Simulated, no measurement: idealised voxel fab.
process module | voxel ribs on slabs
cross-section cut | 300 nm wide | cells 5 nm
A cross-section is a grid of square cells, given in bands from the top down. A band is one or more rows of cells.
Each band's line starts with the height of the band's top and of its bottom, in nm. Then come its materials from left to right, each with its width in nm. One material with "throughout" fills the band from edge to edge. "air" is empty space.
Height 0 is the level under which the wafer as received is all one material. The lowest band goes on downwards, as in "0 down".
A width such as "30 to 40" changes by the same amount from each row of cells to the next, from the band's top row to its bottom row.
"no change" after a step means that no cell of the cross-section changed.
closed voids: empty space of 8 cells or more with no open way to the top, each as width x height at its distance from the left edge, in nm
after a step's settings: what the simulator itself notes on the step
overlay nm, on a step with a mask: how far to the right of its planned place the mask lay; to the left if negative
plan
1 op RECEIVE | material Si
2 op DIRECTIONAL_DEP | material SiO2 | thk nm 25
3 op DIRECTIONAL_DEP | material SiN | thk nm 15
4 op PATTERN | tone cover | mask id RIB | material resist | width nm 25 | thk nm 20 | overlay nm 0
5 op DIRECTIONAL_ETCH | etch materials SiN | depth nm 5
6 op STRIP | etch materials resist
7 op PATTERN | tone cover | mask id SLAB | material resist | width nm 85 | thk nm 15 | overlay nm 0
8 op DIRECTIONAL_ETCH | etch materials SiN | depth nm 10
9 op STRIP | etch materials resist
10 op FILL_DEP | material SiO2 | thk nm 25
11 op CMP | height nm 60
12 op DIRECTIONAL_DEP | material W | thk nm 5
13 op PATTERN | tone cover | mask id HEATER | material resist | width nm 35 | thk nm 15 | overlay nm 0
14 op DIRECTIONAL_ETCH | etch materials W | depth nm 5
15 op STRIP | etch materials resist
16 op CONFORMAL_DEP | material SiO2 | thk nm 5
first wafer, as planned
as received, after step 1
  0 down: Si throughout
  closed voids: none
after step 2
  25 to 0: SiO2 throughout
  below 0: unchanged
after step 3
  40 to 25: SiN throughout
  below 25: unchanged
after step 4
  60 to 40: air 135 | resist 25 | air 140
  below 40: unchanged
after step 5
  60 to 40: air 135 | resist 25 | air 140
  40 to 35: air 135 | SiN 25 | air 140
  below 35: unchanged
after step 6
  40 to 35: air 135 | SiN 25 | air 140
  below 35: unchanged
after step 7
  55 to 40: air 105 | resist 85 | air 110
  40 to 35: air 105 | resist 30 | SiN 25 | resist 30 | air 110
  below 35: unchanged
after step 8
  55 to 40: air 105 | resist 85 | air 110
  40 to 35: air 105 | resist 30 | SiN 25 | resist 30 | air 110
  35 to 25: air 105 | SiN 85 | air 110
  below 25: unchanged
after step 9
  40 to 35: air 135 | SiN 25 | air 140
  below 35: unchanged
after step 10
  65 to 40: SiO2 throughout
  40 to 35: SiO2 135 | SiN 25 | SiO2 140
  35 to 25: SiO2 105 | SiN 85 | SiO2 110
  below 25: unchanged
after step 11
  60 to 40: SiO2 throughout
  below 40: unchanged
after step 12
  65 to 60: W throughout
  below 60: unchanged
after step 13
  80 to 65: air 130 | resist 35 | air 135
  below 65: unchanged
after step 14
  80 to 65: air 130 | resist 35 | air 135
  65 to 60: air 130 | W 35 | air 135
  below 60: unchanged
after step 15
  65 to 60: air 130 | W 35 | air 135
  below 60: unchanged
after step 16
  70 to 65: air 125 | SiO2 45 | air 130
  65 to 60: SiO2 130 | W 35 | SiO2 135
  below 60: unchanged
second wafer: like start, like plan, one mistake. Through step 15 it matches the first wafer
when step 16 should have ended: no change
what went wrong: step 16 was left out
at the end the second wafer has, in cells: 62 fewer of SiO2
